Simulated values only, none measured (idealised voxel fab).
Title: Process Module voxel transistor to metal
Pictured: cross-section cut, 150 nm wide, on a grid of 5 nm square cells.
The cross-sections in this document take the form of a grid made of square cells. They are written out as bands, in order from top to bottom. Each band consists of one or more rows of cells.
First you get the band's top height and its bottom height, in nm, and then the materials it's made of, left to right, with each width in nm. If you see a single material with "throughout", that one covers the band edge to edge. "blank" is empty space.
Where do heights start? At 0: under that level the wafer as delivered is made of one material only. And the lowest band has no floor; it just carries on downward, as in "from 0 down".
Width: "30 to 40" (first number = top row, second number = bottom row, same change from row to row of cells).
Where a step carries "identical to before", the cross-section came out of it unchanged, cell for cell.
Listed in "closed voids": every empty space of 8 or more cells without an open way to the top. Form: width x height at distance, the distance being from the left edge, all in nm.
Anything after a step's settings on that line? It's the simulator's own note about the step.
If you see "overlay nm" on a step's line and that step has a mask, it's telling you how far right of where it was planned the mask ended up; a negative number means it went left instead.
HERE'S WHAT THE PLANNED PROCESS STEPS LOOK LIKE
| 1 | op RECEIVE | material Si |
| 2 | op OXIDIZE | depth nm 5 |
| 3 | op CONFORMAL_DEP | material SiN | thk nm 15 |
| 4 | op DIRECTIONAL_DEP | material aC | thk nm 10 |
| 5 | op PATTERN | tone cover | mask id ACTIVE | material resist | width nm 105 | thk nm 25 | overlay nm 0 |
| 6 | op DIRECTIONAL_ETCH | etch materials aC | depth nm 10 |
| 7 | op STRIP | etch materials resist |
| 8 | op DIRECTIONAL_ETCH | etch materials SiN | depth nm 15 |
| 9 | op DIRECTIONAL_ETCH | etch materials SiO2 | depth nm 5 |
| 10 | op DIRECTIONAL_ETCH | etch materials Si | depth nm 30 |
| 11 | op STRIP | etch materials aC |
| 12 | op FILL_DEP | material SiO2 | thk nm 10 |
| 13 | op CMP | height nm 15 |
| 14 | op SELECTIVE_ETCH | etch materials SiO2 | depth nm 15 |
| 15 | op STRIP | etch materials SiN |
| 16 | op SELECTIVE_ETCH | etch materials SiO2 | depth nm 5 |
| 17 | op OXIDIZE | depth nm 5 |
| 18 | op DIRECTIONAL_DEP | material polySi | thk nm 30 |
| 19 | op DIRECTIONAL_DEP | material SiCN | thk nm 15 |
| 20 | op DIRECTIONAL_DEP | material aC | thk nm 10 |
| 21 | op PATTERN | tone cover | mask id GATE | material resist | width nm 25 | thk nm 25 | overlay nm 0 |
| 22 | op DIRECTIONAL_ETCH | etch materials aC | depth nm 10 |
| 23 | op STRIP | etch materials resist |
| 24 | op DIRECTIONAL_ETCH | etch materials SiCN | depth nm 25 |
| 25 | op DIRECTIONAL_ETCH | etch materials polySi | depth nm 40 |
| 26 | op STRIP | etch materials aC |
| 27 | op CONFORMAL_DEP | material SiN | thk nm 10 |
| 28 | op DIRECTIONAL_ETCH | etch materials SiN | depth nm 10 |
| 29 | op DIRECTIONAL_ETCH | etch materials SiO2 | depth nm 5 |
| 30 | op DIRECTIONAL_ETCH | etch materials Si | depth nm 10 |
| 31 | op EPI | material pSi | thk nm 10 |
| 32 | op FILL_DEP | material SiO2 | thk nm 5 |
| 33 | op CMP | height nm 25 |
| 34 | op STRIP | etch materials polySi |
| 35 | op SELECTIVE_ETCH | etch materials SiO2 | depth nm 5 |
| 36 | op CONFORMAL_DEP | material HfO2 | thk nm 5 |
| 37 | op CONFORMAL_DEP | material TiN | thk nm 5 |
| 38 | op FILL_DEP | material W | thk nm 5 |
| 39 | op CMP | height nm 20 |
| 40 | op DIRECTIONAL_DEP | material SiO2 | thk nm 15 |
| 41 | op MASKED_ETCH | tone open | mask id CONTACT | width nm 20 | pitch nm 75 | etch materials SiO2 | depth nm 45 | overlay nm 0 |
| 42 | op CONFORMAL_DEP | material TiN | thk nm 5 |
| 43 | op FILL_DEP | material W | thk nm 5 |
| 44 | op CMP | height nm 35 |
| 45 | op DIRECTIONAL_DEP | material TiN | thk nm 5 |
| 46 | op DIRECTIONAL_DEP | material W | thk nm 20 |
| 47 | op MASKED_ETCH | tone cover | mask id METAL_1 | width nm 20 | pitch nm 75 | etch materials W | depth nm 20 | overlay nm 0 |
| 48 | op MASKED_ETCH | tone cover | mask id METAL_1 | width nm 20 | pitch nm 75 | etch materials TiN | depth nm 5 | overlay nm 0 |
| 49 | op CONFORMAL_DEP | material SiCN | thk nm 5 |
| 50 | op FILL_DEP | material SiO2 | thk nm 5 |
| 51 | op CMP | height nm 60 |
| 52 | op CONFORMAL_DEP | material SiCN | thk nm 5 |
CROSS-SECTION OF THE WAFER AT RECEIPT, WHICH IS THE CONDITION AFTER STEP 1
    from 0 down | Si throughout
    closed voids: none
WAFER CROSS-SECTION AT MODULE END: FIRST OF TWO, RUN TO PLAN
    from 65 to 60 | SiCN throughout
    from 60 to 40 | SiO2 (20); SiCN (5); W (20); SiCN (5); SiO2 (45); SiCN (5); W (20); SiCN (5); SiO2 (25)
    from 40 to 35 | SiCN (25); TiN (20); SiCN (55); TiN (20); SiCN (30)
    from 35 to 20 | SiO2 (25); TiN (5); W (10); TiN (5); SiO2 (55); TiN (5); W (10); TiN (5); SiO2 (30)
    from 20 to 5 | SiO2 (25); TiN (5); W (10); TiN (5); SiO2 (5); SiN (10); HfO2 (5); TiN (5); W (5); TiN (5); HfO2 (5); SiN (10); SiO2 (5); TiN (5); W (10); TiN (5); SiO2 (30)
    from 5 to 0 | SiO2 (25); TiN (5); W (5); TiN (10); SiO2 (5); SiN (10); HfO2 (5); TiN (5); W (5); TiN (5); HfO2 (5); SiN (10); SiO2 (5); TiN (10); W (5); TiN (5); SiO2 (30)
    from 0 to -5 | SiO2 (25); TiN (5); W (5); TiN (5); pSi (10); SiN (10); HfO2 (5); TiN (15); HfO2 (5); SiN (10); pSi (10); TiN (5); W (5); TiN (5); SiO2 (30)
    from -5 to -10 | SiO2 (25); TiN (15); pSi (10); SiO2 (5); HfO2 (35); SiO2 (5); pSi (10); TiN (15); SiO2 (30)
    from -10 to -20 | SiO2 (20); pSi (30); Si (45); pSi (30); SiO2 (25)
    from -20 to -35 | SiO2 (20); Si (105); SiO2 (25)
    from -35 down | Si throughout
    closed voids: none
MODULE END: CROSS-SECTION OF WAFER TWO OF TWO. SAME START AND PROCESS PLAN AS THE FIRST WAFER. ONE MISTAKE DURING EXECUTION
    from 65 to 60 | SiCN throughout
    from 60 to 40 | SiO2 (20); SiCN (5); W (20); SiCN (5); SiO2 (45); SiCN (5); W (20); SiCN (5); SiO2 (25)
    from 40 to 35 | SiCN (25); TiN (20); SiCN (55); TiN (20); SiCN (30)
    from 35 to 20 | SiO2 (25); TiN (5); W (10); TiN (5); SiO2 (55); TiN (5); W (10); TiN (5); SiO2 (30)
    from 20 to 5 | SiO2 (25); TiN (5); W (10); TiN (5); SiO2 (5); SiN (10); HfO2 (5); TiN (5); W (5); TiN (5); HfO2 (5); SiN (10); SiO2 (5); TiN (5); W (10); TiN (5); SiO2 (30)
    from 5 to 0 | SiO2 (25); TiN (5); W (5); TiN (10); SiO2 (5); SiN (10); HfO2 (5); TiN (5); W (5); TiN (5); HfO2 (5); SiN (10); SiO2 (5); TiN (10); W (5); TiN (5); SiO2 (30)
    from 0 to -5 | SiO2 (25); TiN (5); W (5); TiN (5); pSi (10); SiN (10); HfO2 (5); TiN (15); HfO2 (5); SiN (10); pSi (10); TiN (5); W (5); TiN (5); SiO2 (30)
    from -5 to -10 | SiO2 (25); TiN (15); pSi (10); SiO2 (5); HfO2 (35); SiO2 (5); pSi (10); TiN (15); SiO2 (30)
    from -10 to -20 | SiO2 (20); pSi (30); Si (45); pSi (35); SiO2 (20)
    from -20 to -35 | SiO2 (20); Si (110); SiO2 (20)
    from -35 down | Si throughout
    closed voids: none
Where did the run depart from the plan? step 5 off recipe, ran as op PATTERN | tone cover | mask id ACTIVE | material resist | width nm 110 | thk nm 25 | overlay nm 0
Heads up, by the end the second wafer has more or fewer cells of some materials compared to the first: Si +3 | SiO2 -5 | pSi +2
